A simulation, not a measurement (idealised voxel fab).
process module | voxel air gaps
cross-section cut | 270 nm wide | cells 5 nm
A cross-section is a grid of square cells, given in bands from the top down. A band is one or more rows of cells.
Each band's line starts with the height of the band's top and of its bottom, in nm. Then come its materials from left to right, each with its width in nm. One material with "throughout" fills the band from edge to edge. "air" is empty space.
Height 0 is the level under which the wafer as received is all one material. The lowest band goes on downwards, as in "0 down".
A width such as "30 to 40" changes by the same amount from each row of cells to the next, from the band's top row to its bottom row.
"no change" after a step means that no cell of the cross-section changed.
closed voids: empty space of 8 cells or more with no open way to the top, each as width x height at its distance from the left edge, in nm
after a step's settings: what the simulator itself notes on the step
overlay nm, on a step with a mask: how far to the right of its planned place the mask lay; to the left if negative
plan
1 op RECEIVE | material Si
2 op CONFORMAL_DEP | material SiO2 | thk nm 10
3 op CONFORMAL_DEP | material SiCN | thk nm 5
4 op DIRECTIONAL_DEP | material lowk | thk nm 40
5 op DIRECTIONAL_DEP | material aC | thk nm 15
6 op PATTERN | tone open | mask id LINES | material resist | width nm 15 | pitch nm 40 | thk nm 35 | overlay nm 0
7 op DIRECTIONAL_ETCH | etch materials aC | depth nm 15
8 op STRIP | etch materials resist
9 op DIRECTIONAL_ETCH | etch materials lowk | depth nm 40
10 op STRIP | etch materials aC
11 op CONFORMAL_DEP | material TiN | thk nm 5
12 op FILL_DEP | material W | thk nm 10
13 op CMP | height nm 55
14 op EPI | material Ru | thk nm 10
15 op SELECTIVE_ETCH | etch materials lowk | depth nm 50
16 op CONFORMAL_DEP | material SiCN | thk nm 5
as received, after step 1
  0 down: Si throughout
  closed voids: none
a wafer at the end: this start, this plan, one mistake
  70 to 65: SiCN throughout
  65 to 55: Ru throughout
  55 to 50: TiN 90 | W 5 | TiN 35 | W 5 | TiN 35 | W 5 | TiN 95
  50 to 15: lowk 85 | TiN 5 | W 5 | TiN 5 | lowk 25 | TiN 5 | W 5 | TiN 5 | lowk 25 | TiN 5 | W 5 | TiN 5 | lowk 90
  15 to 10: lowk 85 | TiN 15 | lowk 25 | TiN 15 | lowk 25 | TiN 15 | lowk 90
  10 to 0: SiO2 throughout
  0 down: Si throughout
  closed voids: none
what went wrong: step 3 was left out
